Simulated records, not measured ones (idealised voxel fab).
Name of the process module below: voxel capacitor over wiring
In the cross-section labelled cut, the width is 210 nm and each square cell is 5 nm.
Reading order for cross-sections: top band down to bottom band. Underlying form: a grid of square cells. Band size: one or more rows of cells. In this notation a band is specified by the heights of its top and bottom, in that order and in nm, after which its materials appear from left to right, each paired with its width in nm. The word "throughout" attached to a single material means that material fills the band from edge to edge; the word "air" stands for empty space. The level at which height equals 0 is the one under which the wafer, as it arrives, is entirely one material. No lower edge exists for the bottom band, which continues downward and is notated as in "0 and below". Width spec "30 to 40" -> top row of cells at first value, bottom row at second value, equal per-row change in between. Reading "left unchanged" for a step: not a cell of the cross-section changed in it. Reported under the label "Closed cavity list" are the empty spaces having no open way to the top and comprising 8 cells or more; the notation for each is width x height at distance, in which the distance is measured from the left edge and all three values are in nm. Post-settings text on a step line: simulator's own remark regarding the step. overlay nm: mask right of planned place by this much (step with mask). Neg. = left.

-- These are the steps we planned for the process
1 op RECEIVE | material Si
2 op CONFORMAL_DEP | material SiO2 | thk nm 10
3 op CONFORMAL_DEP | material SiCN | thk nm 5
4 op DIRECTIONAL_DEP | material SiO2 | thk nm 15
5 op PATTERN | tone open | mask id METAL_1 | material resist | width nm 30 | pitch nm 95 | thk nm 20 | overlay nm 0
6 op DIRECTIONAL_ETCH | etch materials SiO2 | depth nm 15
7 op DIRECTIONAL_ETCH | etch materials SiCN | depth nm 5
8 op STRIP | etch materials resist
9 op CONFORMAL_DEP | material TiN | thk nm 5
10 op FILL_DEP | material Cu | thk nm 5
11 op CMP | height nm 30
12 op CONFORMAL_DEP | material SiCN | thk nm 5
13 op DIRECTIONAL_DEP | material lowk | thk nm 20
14 op PATTERN | tone open | mask id PLUG_1 | material resist | width nm 15 | thk nm 15 | overlay nm 0
15 op DIRECTIONAL_ETCH | etch materials lowk | depth nm 20
16 op DIRECTIONAL_ETCH | etch materials SiCN | depth nm 5
17 op STRIP | etch materials resist
18 op EPI | material Ru | thk nm 10
19 op EPI | material Ru | thk nm 10
20 op EPI | material Ru | thk nm 5
21 op DIRECTIONAL_DEP | material TiN | thk nm 5
22 op DIRECTIONAL_DEP | material HfO2 | thk nm 5
23 op DIRECTIONAL_DEP | material TiN | thk nm 5
24 op MASKED_ETCH | tone cover | mask id UPPER_PLATE | width nm 70 | etch materials TiN | depth nm 5 | overlay nm 0
25 op MASKED_ETCH | tone cover | mask id UPPER_PLATE | width nm 70 | etch materials HfO2 | depth nm 5 | overlay nm 0
26 op MASKED_ETCH | tone cover | mask id LOWER_PLATE | width nm 80 | etch materials TiN | depth nm 5 | overlay nm 0
27 op FILL_DEP | material SiO2 | thk nm 15
28 op CMP | height nm 80
29 op DIRECTIONAL_DEP | material aC | thk nm 15
30 op PATTERN | tone open | mask id PLUG_2 | material resist | width nm 15 | thk nm 30 | overlay nm 0
31 op DIRECTIONAL_ETCH | etch materials aC | depth nm 15
32 op STRIP | etch materials resist
33 op DIRECTIONAL_ETCH | etch materials SiO2 | depth nm 10
34 op STRIP | etch materials aC
35 op CONFORMAL_DEP | material TiN | thk nm 5
36 op FILL_DEP | material W | thk nm 5
37 op CMP | height nm 80
38 op CONFORMAL_DEP | material SiN | thk nm 5

-- Wafer at receipt (post step 1), cross-section
- 0 and below  Si throughout
- Closed cavity list: none

-- The first of two wafers, cross-sectioned at the end of the module, with the run proceeding as planned
- 85 down to 80  SiN throughout
- 80 down to 75  SiO2 (65) / TiN (5) / W (5) / TiN (5) / SiO2 (130)
- 75 down to 65  SiO2 (65 to 55) / TiN (15 to 70) / SiO2 (130 to 85)
- 65 down to 60  SiO2 (55) / HfO2 (70) / SiO2 (85)
- 60 down to 55  SiO2 (50) / TiN (80) / SiO2 (80)
- 55 down to 35  lowk (55) / Ru (15) / lowk (140)
- 35 down to 30  SiCN (55) / Ru (15) / SiCN (140)
- 30 down to 15  SiO2 (40) / TiN (5) / Cu (20) / TiN (5) / SiO2 (65) / TiN (5) / Cu (20) / TiN (5) / SiO2 (45)
- 15 down to 10  SiCN (40) / TiN (30) / SiCN (65) / TiN (30) / SiCN (45)
- 10 down to 0  SiO2 throughout
- 0 and below  Si throughout
- Closed cavity list: none

-- Cross-sectional image of the second wafer of the two following completion of the module. Starting state and process plan were the same as for the first wafer; one execution error occurred
- 85 down to 80  SiN throughout
- 80 down to 75  SiO2 (65) / TiN (5) / W (5) / TiN (5) / SiO2 (130)
- 75 down to 65  SiO2 (65 to 70) / TiN (15 to 55) / SiO2 (130 to 85)
- 65 down to 60  SiO2 (70) / HfO2 (55) / SiO2 (85)
- 60 down to 55  SiO2 (50) / TiN (5) / SiO2 (15) / TiN (60) / SiO2 (80)
- 55 down to 45  lowk (55) / SiO2 (15) / lowk (140)
- 45 down to 40  lowk (55) / TiN (15) / lowk (140)
- 40 down to 35  lowk (55) / HfO2 (15) / lowk (140)
- 35 down to 30  SiCN (55) / TiN (15) / SiCN (140)
- 30 down to 15  Cu (35) / TiN (5) / SiO2 (30) / TiN (5) / Cu (55) / TiN (5) / SiO2 (30) / TiN (5) / Cu (40)
- 15 down to 10  TiN (40) / SiCN (30) / TiN (65) / SiCN (30) / TiN (45)
- 10 down to 0  SiO2 throughout
- 0 and below  Si throughout
- Closed cavity list: none
Error vs. plan: for step 5, the planned setting was not used; the step was instead run as op PATTERN | tone cover | mask id METAL_1 | material resist | width nm 30 | pitch nm 95 | thk nm 20 | overlay nm 0
Heads up, by the end the second wafer has more or fewer cells of some materials compared to the first: Cu: 54 more; Ru: 15 fewer; SiCN: 18 fewer; SiO2: 39 fewer; TiN: 18 more
